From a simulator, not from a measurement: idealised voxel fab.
Presented below is a process module, voxel trench capacitor.
Section shown: cut. Width: 175 nm. Cell size: 5 nm, square.
Cross-section layout: square cells on a grid; listed as bands, top to bottom; a band spans one or more cell rows. Band entry format. Leading values: height of top, height of bottom, nm. Remainder: materials in left-to-right order, each with its width in nm. Special words: "throughout" on a single material, which then fills the band edge to edge; "empty", empty space. Beneath 0, the wafer as received is one material, and that level is where height counting begins. The lowest band goes on downward without a bottom; it is written like "z 0 and below". A two-number width, for instance "30 to 40", indicates that the width is equal to the first number in the top row of the band and to the second number in the bottom row, and that it changes by a constant amount per row of cells. "no change" (step): cross-section cells unchanged, all of them. Any empty space of 8 cells or more lacking an open way to the top shows up in "Fully sealed cavities" as width x height at distance, distance from the left edge, in nm. The remark found on a step's line after its settings is issued by the simulator itself and pertains to that step. The "overlay nm" setting may appear on a step's line; for a step that uses a mask, it gives how far to the right of its planned position the mask lay, and a negative value indicates the left.

### Here's what the planned process steps look like
| 1 | RECEIVE, material Si |
| 2 | CONFORMAL_DEP, material SiN, thk nm 5 |
| 3 | DIRECTIONAL_DEP, material aC, thk nm 15 |
| 4 | PATTERN, tone open, mask id TRENCH, material resist, width nm 30, pitch nm 60, thk nm 35, overlay nm 0 |
| 5 | DIRECTIONAL_ETCH, etch materials aC, depth nm 15 |
| 6 | STRIP, etch materials resist |
| 7 | DIRECTIONAL_ETCH, etch materials SiN, depth nm 5 |
| 8 | DIRECTIONAL_ETCH, etch materials Si, depth nm 40 |
| 9 | STRIP, etch materials aC |
| 10 | CONFORMAL_DEP, material HfO2, thk nm 5 |
| 11 | CONFORMAL_DEP, material TiN, thk nm 5 |
| 12 | FILL_DEP, material W, thk nm 5 |
| 13 | CMP, height nm 5 |

### Wafer as received: cross-section following step 1
    z 0 and below | Si throughout
    Fully sealed cavities: none

### One mistake in running the module, otherwise start and plan as above: cross-section at the end
    z 20 to 15 | W throughout
    z 15 to 10 | TiN 50 / W 10 / TiN 50 / W 10 / TiN 55
    z 10 to 5 | HfO2 45 / TiN 5 / W 10 / TiN 5 / HfO2 40 / TiN 5 / W 10 / TiN 5 / HfO2 50
    z 5 to 0 | SiN 40 / HfO2 5 / TiN 5 / W 10 / TiN 5 / HfO2 5 / SiN 30 / HfO2 5 / TiN 5 / W 10 / TiN 5 / HfO2 5 / SiN 45
    z 0 to -30 | Si 40 / HfO2 5 / TiN 5 / W 10 / TiN 5 / HfO2 5 / Si 30 / HfO2 5 / TiN 5 / W 10 / TiN 5 / HfO2 5 / Si 45
    z -30 to -35 | Si 40 / HfO2 5 / TiN 20 / HfO2 5 / Si 30 / HfO2 5 / TiN 20 / HfO2 5 / Si 45
    z -35 to -40 | Si 40 / HfO2 30 / Si 30 / HfO2 30 / Si 45
    z -40 and below | Si throughout
    Fully sealed cavities: none
Diagnosis: step 13 of the plan never got run, it was skipped over
